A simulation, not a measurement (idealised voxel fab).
Herein follows the process module entitled voxel transistor to metal.
Section cut is 175 nm wide and gridded with 5 nm square cells.
When this document writes out a cross-section, it uses a grid of square cells and lists it as bands, beginning at the top and moving down, with a band standing for one or more rows of cells.
Band: top height; bottom height; in nm. Then, left to right: material with width in nm, for each material. "everywhere": a single material spanning edge to edge. "blank": empty space.
Basically, 0 is our baseline, since under it the wafer straight out of the box is all one material. The bottom band has no lower end and keeps on going down, so it looks like "z 0 and below".
It should be noted that a width expressed as "30->40" varies in equal increments from row to row of cells within the band, taking the value of the first number at the top row and that of the second number at the bottom row.
Basically "nothing different" means that step didn't change any cell in the cross-section.
Empty spaces without an open route to the top, at least 8 cells in extent, make up the entry "Catalogued sealed voids"; each is given as width x height at distance, where the distance is measured from the left edge, and all are in nm.
after a step's settings: what the simulator itself notes on the step
overlay nm: right-of-plan distance of the mask on a masked step; negative values mean left-of-plan.

Process steps - plan
1. RECEIVE | material Si
2. OXIDIZE | depth nm 5
3. CONFORMAL_DEP | material SiN | thk nm 15
4. PATTERN | tone cover | mask id ACTIVE | material resist | width nm 105 | thk nm 15 | overlay nm 0
5. DIRECTIONAL_ETCH | etch materials SiN | depth nm 15
6. DIRECTIONAL_ETCH | etch materials SiO2 | depth nm 5
7. DIRECTIONAL_ETCH | etch materials Si | depth nm 30
8. STRIP | etch materials resist
9. OXIDIZE | depth nm 5
10. FILL_DEP | material SiO2 | thk nm 15
11. CMP | height nm 15
12. SELECTIVE_ETCH | etch materials SiO2 | depth nm 5
13. STRIP | etch materials SiN
14. SELECTIVE_ETCH | etch materials SiO2 | depth nm 5
15. OXIDIZE | depth nm 5
16. DIRECTIONAL_DEP | material polySi | thk nm 30
17. DIRECTIONAL_DEP | material SiCN | thk nm 10
18. DIRECTIONAL_DEP | material aC | thk nm 10
19. PATTERN | tone cover | mask id GATE | material resist | width nm 25 | thk nm 30 | overlay nm 0
20. DIRECTIONAL_ETCH | etch materials aC | depth nm 10
21. STRIP | etch materials resist
22. DIRECTIONAL_ETCH | etch materials SiCN | depth nm 20
23. DIRECTIONAL_ETCH | etch materials polySi | depth nm 40
24. STRIP | etch materials aC
25. CONFORMAL_DEP | material SiN | thk nm 10
26. DIRECTIONAL_ETCH | etch materials SiN | depth nm 10
27. DIRECTIONAL_ETCH | etch materials SiO2 | depth nm 5
28. DIRECTIONAL_ETCH | etch materials Si | depth nm 10
29. EPI | material SiGe | thk nm 10
30. FILL_DEP | material SiO2 | thk nm 10
31. CMP | height nm 25
32. STRIP | etch materials polySi
33. SELECTIVE_ETCH | etch materials SiO2 | depth nm 5
34. CONFORMAL_DEP | material HfO2 | thk nm 5
35. CONFORMAL_DEP | material TiN | thk nm 5
36. FILL_DEP | material W | thk nm 5
37. CMP | height nm 20
38. DIRECTIONAL_DEP | material SiO2 | thk nm 15
39. MASKED_ETCH | tone open | mask id CONTACT | width nm 20 | pitch nm 75 | etch materials SiO2 | depth nm 45 | overlay nm 0
40. CONFORMAL_DEP | material TiN | thk nm 5
41. FILL_DEP | material Ru | thk nm 5
42. CMP | height nm 35
43. DIRECTIONAL_DEP | material TiN | thk nm 5
44. DIRECTIONAL_DEP | material W | thk nm 25
45. DIRECTIONAL_DEP | material aC | thk nm 15
46. PATTERN | tone cover | mask id METAL_1 | material resist | width nm 20 | pitch nm 75 | thk nm 35 | overlay nm 0
47. DIRECTIONAL_ETCH | etch materials aC | depth nm 15
48. STRIP | etch materials resist
49. DIRECTIONAL_ETCH | etch materials W | depth nm 25
50. DIRECTIONAL_ETCH | etch materials TiN | depth nm 5
51. STRIP | etch materials aC
52. FILL_DEP | material SiO2 | thk nm 5
53. CMP | height nm 65
54. CONFORMAL_DEP | material SiCN | thk nm 5
55. DIRECTIONAL_DEP | material lowk | thk nm 30
56. DIRECTIONAL_DEP | material aC | thk nm 15
57. PATTERN | tone open | mask id METAL_2 | material resist | width nm 20 | pitch nm 75 | thk nm 30 | overlay nm 0
58. DIRECTIONAL_ETCH | etch materials aC | depth nm 15
59. STRIP | etch materials resist
60. DIRECTIONAL_ETCH | etch materials lowk | depth nm 15
61. STRIP | etch materials aC
62. DIRECTIONAL_DEP | material aC | thk nm 15
63. PATTERN | tone open | mask id METAL_2_HOLES | material resist | width nm 15 | pitch nm 75 | thk nm 30 | overlay nm 0
64. DIRECTIONAL_ETCH | etch materials aC | depth nm 15
65. STRIP | etch materials resist
66. DIRECTIONAL_ETCH | etch materials lowk | depth nm 15
67. DIRECTIONAL_ETCH | etch materials SiCN | depth nm 5
68. STRIP | etch materials aC
69. CONFORMAL_DEP | material TiN | thk nm 5
70. FILL_DEP | material Cu | thk nm 5
71. CMP | height nm 100
72. CONFORMAL_DEP | material SiN | thk nm 5

Delivered wafer in cross-section: state after step 1
> z 0 and below: Si everywhere
> Catalogued sealed voids: none

Cross-sectional view of the first of the two wafers upon completion of the module, processed in accordance with the plan
> z 105 to 100: SiN everywhere
> z 100 to 90: 40 of lowk / 5 of TiN / 10 of Cu / 5 of TiN / 55 of lowk / 5 of TiN / 10 of Cu / 5 of TiN / 40 of lowk
> z 90 to 85: 40 of lowk / 5 of TiN / 5 of Cu / 10 of TiN / 55 of lowk / 5 of TiN / 5 of Cu / 10 of TiN / 40 of lowk
> z 85 to 70: 40 of lowk / 5 of TiN / 5 of Cu / 5 of TiN / 60 of lowk / 5 of TiN / 5 of Cu / 5 of TiN / 45 of lowk
> z 70 to 65: 40 of SiCN / 15 of TiN / 60 of SiCN / 15 of TiN / 45 of SiCN
> z 65 to 40: 40 of SiO2 / 20 of W / 55 of SiO2 / 20 of W / 40 of SiO2
> z 40 to 35: 40 of SiO2 / 20 of TiN / 55 of SiO2 / 20 of TiN / 40 of SiO2
> z 35 to 20: 40 of SiO2 / 5 of TiN / 10 of Ru / 5 of TiN / 55 of SiO2 / 5 of TiN / 10 of Ru / 5 of TiN / 40 of SiO2
> z 20 to 5: 40 of SiO2 / 5 of TiN / 10 of Ru / 5 of TiN / 5 of SiO2 / 10 of SiN / 5 of HfO2 / 5 of TiN / 5 of W / 5 of TiN / 5 of HfO2 / 10 of SiN / 5 of SiO2 / 5 of TiN / 10 of Ru / 5 of TiN / 40 of SiO2
> z 5 to 0: 30 of SiO2 / 10 of SiN / 5 of TiN / 5 of Ru / 10 of TiN / 5 of SiO2 / 10 of SiN / 5 of HfO2 / 5 of TiN / 5 of W / 5 of TiN / 5 of HfO2 / 10 of SiN / 5 of SiO2 / 10 of TiN / 5 of Ru / 5 of TiN / 10 of SiN / 30 of SiO2
> z 0 to -5: 30 of SiO2 / 10 of SiN / 5 of TiN / 5 of Ru / 5 of TiN / 10 of SiGe / 10 of SiN / 5 of HfO2 / 15 of TiN / 5 of HfO2 / 10 of SiN / 10 of SiGe / 5 of TiN / 5 of Ru / 5 of TiN / 10 of SiN / 30 of SiO2
> z -5 to -10: 40 of SiO2 / 15 of TiN / 10 of SiGe / 5 of SiO2 / 35 of HfO2 / 5 of SiO2 / 10 of SiGe / 15 of TiN / 40 of SiO2
> z -10 to -20: 40 of SiO2 / 25 of SiGe / 45 of Si / 25 of SiGe / 40 of SiO2
> z -20 to -40: 40 of SiO2 / 95 of Si / 40 of SiO2
> z -40 and below: Si everywhere
> Catalogued sealed voids: none

Cross-section, wafer two of two, end of module: same start and plan as wafer one, one error in execution
> z 105 to 100: SiN everywhere
> z 100 to 90: 40 of lowk / 5 of TiN / 10 of Cu / 5 of TiN / 55 of lowk / 5 of TiN / 10 of Cu / 5 of TiN / 40 of lowk
> z 90 to 85: 40 of lowk / 5 of TiN / 5 of Cu / 10 of TiN / 55 of lowk / 5 of TiN / 5 of Cu / 10 of TiN / 40 of lowk
> z 85 to 70: 40 of lowk / 5 of TiN / 5 of Cu / 5 of TiN / 60 of lowk / 5 of TiN / 5 of Cu / 5 of TiN / 45 of lowk
> z 70 to 65: 40 of SiCN / 15 of TiN / 60 of SiCN / 15 of TiN / 45 of SiCN
> z 65 to 40: 40 of SiO2 / 20 of W / 55 of SiO2 / 20 of W / 40 of SiO2
> z 40 to 35: 40 of SiO2 / 20 of TiN / 55 of SiO2 / 20 of TiN / 40 of SiO2
> z 35 to 20: 40 of SiO2 / 5 of TiN / 10 of Ru / 5 of TiN / 55 of SiO2 / 5 of TiN / 10 of Ru / 5 of TiN / 40 of SiO2
> z 20 to 15: 40 of SiO2 / 20 of TiN / 10 of SiO2 / 35 of HfO2 / 10 of SiO2 / 20 of TiN / 40 of SiO2
> z 15 to 0: 35 of SiO2 / 105 of SiN / 35 of SiO2
> z 0 to -5: SiO2 everywhere
> z -5 to -40: 40 of SiO2 / 95 of Si / 40 of SiO2
> z -40 and below: Si everywhere
> Catalogued sealed voids: none
So what did we get wrong on this run? plan step 11 skipped
Wafer comparison, final, in cells, second relative to first, materials more or fewer: HfO2: 10 fewer, Ru: 16 fewer, Si: 39 more, SiGe: 28 fewer, SiN: 35 more, SiO2: 15 more, TiN: 31 fewer, W: 4 fewer
